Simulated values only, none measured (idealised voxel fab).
This is a process module. Its name is voxel ribs on slabs.
This is section cut - it's 260 nm across, gridded in 5 nm square cells.
Bands, listed from the top down, are how a cross-section gets written in this document; the cross-section itself is a grid of square cells, and a band is one or more rows of them. Heads up on the band format: heights come first, top then bottom, in nm. After that it's the materials left to right, each with its width in nm. A single material flagged "everywhere" fills the whole band edge to edge, and "blank" means there's empty space there. Height datum 0, below which the as-received substrate wafer is one material. Lowest band open at the bottom, running downward: "0 nm and below". The notation "30 to 40" denotes a width that varies across the rows of cells in the band, beginning at the first number in the top row, finishing at the second number in the bottom row, and changing by an identical amount from each row to the next. Basically "no modification" means that step didn't change any cell in the cross-section. Each empty space that has no open way to the top and spans at least 8 cells appears under "Closed void inventory" as width x height at distance, the distance counted from the left edge, all in nm. Step line, after settings: the simulator's comment on this step. The setting "overlay nm" may be written on the line of a step. When the step uses a mask, the value reports how far to the right of the planned place the mask lay, and a negative value reports that it lay to the left.
Process steps - plan
1) RECEIVE: material Si
2) DIRECTIONAL_DEP: material SiO2, thk nm 20
3) DIRECTIONAL_DEP: material polySi, thk nm 15
4) DIRECTIONAL_DEP: material aC, thk nm 15
5) PATTERN: tone cover, mask id RIB, material resist, width nm 20, thk nm 30, overlay nm 0
6) DIRECTIONAL_ETCH: etch materials aC, depth nm 15
7) STRIP: etch materials resist
8) DIRECTIONAL_ETCH: etch materials polySi, depth nm 5
9) STRIP: etch materials aC
10) DIRECTIONAL_DEP: material aC, thk nm 15
11) PATTERN: tone cover, mask id SLAB, material resist, width nm 60, thk nm 30, overlay nm 0
12) DIRECTIONAL_ETCH: etch materials aC, depth nm 15
13) STRIP: etch materials resist
14) DIRECTIONAL_ETCH: etch materials polySi, depth nm 10
15) STRIP: etch materials aC
16) FILL_DEP: material SiO2, thk nm 25
17) CMP: height nm 55
18) DIRECTIONAL_DEP: material W, thk nm 10
19) MASKED_ETCH: tone cover, mask id HEATER, width nm 30, etch materials W, depth nm 10, overlay nm 0
20) CONFORMAL_DEP: material SiO2, thk nm 5
Wafer at receipt (post step 1), cross-section
	0 nm and below = Si everywhere
	Closed void inventory: none
First of two wafers: cross-section at end of module, run per plan
	70 nm to 65 nm = blank=110, then SiO2=40, then blank=110
	65 nm to 60 nm = blank=110, then SiO2=5, then W=30, then SiO2=5, then blank=110
	60 nm to 55 nm = SiO2=115, then W=30, then SiO2=115
	55 nm to 35 nm = SiO2 everywhere
	35 nm to 30 nm = SiO2=120, then polySi=20, then SiO2=120
	30 nm to 20 nm = SiO2=100, then polySi=60, then SiO2=100
	20 nm to 0 nm = SiO2 everywhere
	0 nm and below = Si everywhere
	Closed void inventory: none
Cross-section of the latter of the two wafers at module completion. It had an identical start and an identical plan to the former; in running it, one mistake was made
	70 nm to 65 nm = blank=110, then SiO2=40, then blank=110
	65 nm to 60 nm = blank=110, then SiO2=5, then W=30, then SiO2=5, then blank=110
	60 nm to 55 nm = SiO2=115, then W=30, then SiO2=115
	55 nm to 15 nm = SiO2 everywhere
	15 nm to 0 nm = polySi everywhere
	0 nm and below = Si everywhere
	Closed void inventory: none
Deviation noted in wafer processing: steps 2 and 3 of the plan were each performed in the slot designated for the other
The closing comparison, in cells, has the second wafer with more or fewer of some materials than the first: SiO2: 128 fewer; polySi: 128 more
